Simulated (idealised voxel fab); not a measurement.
process module | voxel self aligned vias
Square cell edge 5 nm, section width 235 nm, ID cut.
Each cross-section below is a grid of square cells, stated as bands in top-down order, with one or more rows of cells making up each band. This entry defines a band. It first specifies the height of the band's top and the height of its bottom in nm, and then specifies the band's materials from left to right, stating each material with its width in nm. The word "edge to edge" identifies a single material that fills the band from edge to edge, while the word "empty" identifies empty space. Measure heights from 0. That's the level where, below it, the as-received wafer is all one material. The lowest band is bottomless and extends downward; write it as in "0 nm and below". The notation "30..40" denotes a width that varies across the rows of cells in the band, beginning at the first number in the top row, finishing at the second number in the bottom row, and changing by an identical amount from each row to the next. For the purposes of this document, the phrase "nothing was modified" attached to a step denotes that no cell within the cross-section was modified by that step. "Cavities, closed" means: voids of 8 cells or more that are shut off from the top with no open way through. Written width x height at distance, distance from the left edge, in nm. It should be noted that, on the line of a given step, the content following the step's settings is a remark produced by the simulator itself with respect to that step. Among the settings permitted on a step's line is "overlay nm"; applied to a step with a mask, it specifies the extent to which the mask lay to the right of its planned position, whereas a negative figure signifies a position to the left.
**List of planned process steps**
1 RECEIVE,material Si
2 CONFORMAL_DEP,material SiO2,thk nm 10
3 CONFORMAL_DEP,material SiCN,thk nm 5
4 DIRECTIONAL_DEP,material SiO2,thk nm 20
5 MASKED_ETCH,tone open,mask id LINES,width nm 25,pitch nm 70,etch materials SiO2,depth nm 20,overlay nm 0
6 CONFORMAL_DEP,material TiN,thk nm 5
7 FILL_DEP,material W,thk nm 10
8 CMP,height nm 35
9 SELECTIVE_ETCH,etch materials W Ru TiN,depth nm 5
10 FILL_DEP,material SiN,thk nm 5
11 CMP,height nm 35
12 DIRECTIONAL_DEP,material SiO2,thk nm 15
13 MASKED_ETCH,tone open,mask id VIAS,width nm 45,pitch nm 70,etch materials SiO2,depth nm 15,overlay nm 0
14 MASKED_ETCH,tone open,mask id VIAS,width nm 45,pitch nm 70,etch materials SiN,depth nm 5,overlay nm 0
15 CONFORMAL_DEP,material TiN,thk nm 5
16 FILL_DEP,material W,thk nm 10
17 CMP,height nm 40
18 CONFORMAL_DEP,material SiN,thk nm 5
What sets these wafers apart? The height nm at step 17. They all start alike, and the plan carries the first wafer's value.
**After step 1, as received: first of several wafers, cross-section**
    0 nm and below  Si edge to edge
    Cavities, closed: none
**Depicted here is the first of several wafers in cross-section, at module completion following the last step, step 18**
    45 nm to 40 nm  SiN edge to edge
    40 nm to 35 nm  SiO2 60, then TiN 15, then W 15, then TiN 15, then SiO2 25, then TiN 15, then W 15, then TiN 15, then SiO2 60
    35 nm to 30 nm  SiO2 70, then TiN 25, then SiO2 45, then TiN 25, then SiO2 70
    30 nm to 20 nm  SiO2 70, then TiN 5, then W 15, then TiN 5, then SiO2 45, then TiN 5, then W 15, then TiN 5, then SiO2 70
    20 nm to 15 nm  SiO2 70, then TiN 25, then SiO2 45, then TiN 25, then SiO2 70
    15 nm to 10 nm  SiCN edge to edge
    10 nm to 0 nm  SiO2 edge to edge
    0 nm and below  Si edge to edge
    Cavities, closed: none
**A cross-section through the last wafer at the close of the module**
    70 nm to 65 nm  SiN edge to edge
    65 nm to 55 nm  W edge to edge
    55 nm to 50 nm  TiN 65, then W 35, then TiN 35, then W 35, then TiN 65
    50 nm to 40 nm  SiO2 60, then TiN 5, then W 35, then TiN 5, then SiO2 25, then TiN 5, then W 35, then TiN 5, then SiO2 60
    40 nm to 35 nm  SiO2 60, then TiN 15, then W 15, then TiN 15, then SiO2 25, then TiN 15, then W 15, then TiN 15, then SiO2 60
    35 nm to 30 nm  SiO2 70, then TiN 25, then SiO2 45, then TiN 25, then SiO2 70
    30 nm to 20 nm  SiO2 70, then TiN 5, then W 15, then TiN 5, then SiO2 45, then TiN 5, then W 15, then TiN 5, then SiO2 70
    20 nm to 15 nm  SiO2 70, then TiN 25, then SiO2 45, then TiN 25, then SiO2 70
    15 nm to 10 nm  SiCN edge to edge
    10 nm to 0 nm  SiO2 edge to edge
    0 nm and below  Si edge to edge
    Cavities, closed: none
**Every row in this table is a wafer at the end of the module, and it gives, for each of the materials, the cells that wafer has gained (+) or lost (-) since it was received, then its closed voids**
height nm 40, +47 SiCN, +47 SiN, +271 SiO2, +40 TiN, +18 W, Cavities, closed: none
height nm 45, +47 SiCN, +47 SiN, +300 SiO2, +44 TiN, +32 W, Cavities, closed: none
height nm 50, +47 SiCN, +47 SiN, +329 SiO2, +48 TiN, +46 W, Cavities, closed: none
height nm 55, +47 SiCN, +47 SiN, +329 SiO2, +81 TiN, +60 W, Cavities, closed: none
height nm 60, +47 SiCN, +47 SiN, +329 SiO2, +81 TiN, +107 W, Cavities, closed: none
height nm 65, +47 SiCN, +47 SiN, +329 SiO2, +81 TiN, +154 W, Cavities, closed: none
